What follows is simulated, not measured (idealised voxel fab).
process module | voxel self aligned contacts
cross-section cut | 180 nm wide | cells 5 nm
A cross-section is a grid of square cells, given in bands from the top down. A band is one or more rows of cells.
Each band's line starts with the height of the band's top and of its bottom, in nm. Then come its materials from left to right, each with its width in nm. One material with "throughout" fills the band from edge to edge. "air" is empty space.
Height 0 is the level under which the wafer as received is all one material. The lowest band goes on downwards, as in "0 down".
A width such as "30 to 40" changes by the same amount from each row of cells to the next, from the band's top row to its bottom row.
"no change" after a step means that no cell of the cross-section changed.
closed voids: empty space of 8 cells or more with no open way to the top, each as width x height at its distance from the left edge, in nm
after a step's settings: what the simulator itself notes on the step
overlay nm, on a step with a mask: how far to the right of its planned place the mask lay; to the left if negative
plan
1 op RECEIVE | material Si
2 op CONFORMAL_DEP | material SiO2 | thk nm 5
3 op DIRECTIONAL_DEP | material polySi | thk nm 20
4 op DIRECTIONAL_DEP | material SiN | thk nm 20
5 op MASKED_ETCH | tone cover | mask id GATE | width nm 30 | pitch nm 75 | etch materials SiN | depth nm 20 | overlay nm 0
6 op MASKED_ETCH | tone cover | mask id GATE | width nm 30 | pitch nm 75 | etch materials polySi | depth nm 20 | overlay nm 0
7 op CONFORMAL_DEP | material SiN | thk nm 10
8 op DIRECTIONAL_ETCH | etch materials SiN | depth nm 10
9 op FILL_DEP | material SiO2 | thk nm 10
10 op CMP | height nm 50
11 op PATTERN | tone open | mask id CONTACT | material resist | width nm 55 | thk nm 20 | overlay nm 0
12 op DIRECTIONAL_ETCH | etch materials SiO2 | depth nm 50
13 op STRIP | etch materials resist
14 op CONFORMAL_DEP | material TiN | thk nm 5
15 op FILL_DEP | material Ru | thk nm 5
16 op CMP | height nm 50
17 op CONFORMAL_DEP | material SiCN | thk nm 5
as received, after step 1
  0 down: Si throughout
  closed voids: none
a wafer at the end: this start, this plan, one mistake
  65 to 50: SiCN throughout
  50 to 45: SiO2 60 | TiN 20 | Ru 15 | TiN 20 | SiO2 65
  45 to 25: SiO2 25 | SiN 50 | TiN 5 | Ru 15 | TiN 5 | SiN 50 | SiO2 30
  25 to 5: SiO2 25 | SiN 10 | polySi 30 | SiN 10 | TiN 5 | Ru 15 | TiN 5 | SiN 10 | polySi 30 | SiN 10 | SiO2 30
  5 to 0: SiO2 75 | TiN 25 | SiO2 80
  0 down: Si throughout
  closed voids: none
what went wrong: step 17 ran as: op CONFORMAL_DEP | material SiCN | thk nm 15
